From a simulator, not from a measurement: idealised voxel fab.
process module | voxel wiring stack
cross-section cut | 300 nm wide | cells 5 nm
A cross-section is a grid of square cells, given in bands from the top down. A band is one or more rows of cells.
Each band's line starts with the height of the band's top and of its bottom, in nm. Then come its materials from left to right, each with its width in nm. One material with "throughout" fills the band from edge to edge. "air" is empty space.
Height 0 is the level under which the wafer as received is all one material. The lowest band goes on downwards, as in "0 down".
A width such as "30 to 40" changes by the same amount from each row of cells to the next, from the band's top row to its bottom row.
"no change" after a step means that no cell of the cross-section changed.
closed voids: empty space of 8 cells or more with no open way to the top, each as width x height at its distance from the left edge, in nm
after a step's settings: what the simulator itself notes on the step
overlay nm, on a step with a mask: how far to the right of its planned place the mask lay; to the left if negative
plan
1 op RECEIVE | material Si
2 op CONFORMAL_DEP | material SiO2 | thk nm 15
3 op DIRECTIONAL_DEP | material TiN | thk nm 5
4 op DIRECTIONAL_DEP | material W | thk nm 15
5 op PATTERN | tone cover | mask id METAL_1 | material resist | width nm 25 | pitch nm 55 | thk nm 20 | overlay nm 0
6 op DIRECTIONAL_ETCH | etch materials W | depth nm 15
7 op DIRECTIONAL_ETCH | etch materials TiN | depth nm 5
8 op STRIP | etch materials resist
9 op CONFORMAL_DEP | material SiCN | thk nm 5
10 op FILL_DEP | material lowk | thk nm 10
11 op CMP | height nm 35
12 op CONFORMAL_DEP | material SiCN | thk nm 5
13 op DIRECTIONAL_DEP | material lowk | thk nm 10
14 op DIRECTIONAL_DEP | material aC | thk nm 10
15 op PATTERN | tone open | mask id PLUG_1 | material resist | width nm 15 | thk nm 25 | overlay nm 0
16 op DIRECTIONAL_ETCH | etch materials aC | depth nm 10
17 op STRIP | etch materials resist
18 op DIRECTIONAL_ETCH | etch materials lowk | depth nm 10
19 op DIRECTIONAL_ETCH | etch materials SiCN | depth nm 5
20 op STRIP | etch materials aC
21 op CONFORMAL_DEP | material TiN | thk nm 5
22 op FILL_DEP | material Cu | thk nm 5
23 op CMP | height nm 50
24 op CONFORMAL_DEP | material SiCN | thk nm 5
25 op DIRECTIONAL_DEP | material lowk | thk nm 15
26 op MASKED_ETCH | tone open | mask id METAL_2 | width nm 25 | pitch nm 55 | etch materials lowk | depth nm 15 | overlay nm 0
27 op MASKED_ETCH | tone open | mask id METAL_2 | width nm 15 | pitch nm 55 | etch materials SiCN | depth nm 5 | overlay nm 0
28 op CONFORMAL_DEP | material TiN | thk nm 5
29 op FILL_DEP | material Cu | thk nm 5
30 op CMP | height nm 70
31 op CONFORMAL_DEP | material SiCN | thk nm 5
32 op DIRECTIONAL_DEP | material lowk | thk nm 15
33 op PATTERN | tone open | mask id PLUG_2 | material resist | width nm 15 | thk nm 15 | overlay nm 0
34 op DIRECTIONAL_ETCH | etch materials lowk | depth nm 15
35 op DIRECTIONAL_ETCH | etch materials SiCN | depth nm 5
36 op STRIP | etch materials resist
37 op CONFORMAL_DEP | material TiN | thk nm 5
38 op FILL_DEP | material Cu | thk nm 5
39 op CMP | height nm 90
40 op DIRECTIONAL_DEP | material TiN | thk nm 5
41 op DIRECTIONAL_DEP | material Ru | thk nm 20
42 op MASKED_ETCH | tone cover | mask id METAL_3 | width nm 25 | pitch nm 55 | etch materials Ru | depth nm 20 | overlay nm 0
43 op MASKED_ETCH | tone cover | mask id METAL_3 | width nm 25 | pitch nm 55 | etch materials TiN | depth nm 5 | overlay nm 0
44 op CONFORMAL_DEP | material SiCN | thk nm 5
45 op FILL_DEP | material SiO2 | thk nm 5
46 op CMP | height nm 115
47 op CONFORMAL_DEP | material SiCN | thk nm 5
48 op DIRECTIONAL_DEP | material lowk | thk nm 30
49 op PATTERN | tone open | mask id METAL_4_HOLES | material resist | width nm 15 | pitch nm 55 | thk nm 20 | overlay nm 0
50 op DIRECTIONAL_ETCH | etch materials lowk | depth nm 30
51 op STRIP | etch materials resist
52 op PATTERN | tone open | mask id METAL_4 | material resist | width nm 25 | pitch nm 55 | thk nm 15 | overlay nm 0
53 op DIRECTIONAL_ETCH | etch materials lowk | depth nm 15
54 op DIRECTIONAL_ETCH | etch materials SiCN | depth nm 5
55 op STRIP | etch materials resist
56 op CONFORMAL_DEP | material TiN | thk nm 5
57 op FILL_DEP | material Cu | thk nm 10
58 op CMP | height nm 150
59 op CONFORMAL_DEP | material SiN | thk nm 5
varied across the wafers: width nm of step 27. The plan shows the first wafer's value. All wafers start alike
first wafer as received, after step 1
  0 down: Si throughout
  closed voids: none
each wafer at the end: cells of each material gained (+) or lost (-) since it was received, then its closed voids
width nm 15 | +39 Cu | +40 Ru | +350 SiCN | +60 SiN | +364 SiO2 | +92 TiN | +30 W | +885 lowk | closed voids: none
width nm 20 | +41 Cu | +40 Ru | +348 SiCN | +60 SiN | +364 SiO2 | +92 TiN | +30 W | +885 lowk | closed voids: none
width nm 25 | +43 Cu | +40 Ru | +346 SiCN | +60 SiN | +364 SiO2 | +92 TiN | +30 W | +885 lowk | closed voids: none
width nm 30 | +43 Cu | +40 Ru | +346 SiCN | +60 SiN | +364 SiO2 | +92 TiN | +30 W | +885 lowk | closed voids: none
width nm 35 | +43 Cu | +40 Ru | +346 SiCN | +60 SiN | +364 SiO2 | +92 TiN | +30 W | +885 lowk | closed voids: none
width nm 40 | +43 Cu | +40 Ru | +346 SiCN | +60 SiN | +364 SiO2 | +92 TiN | +30 W | +885 lowk | closed voids: none
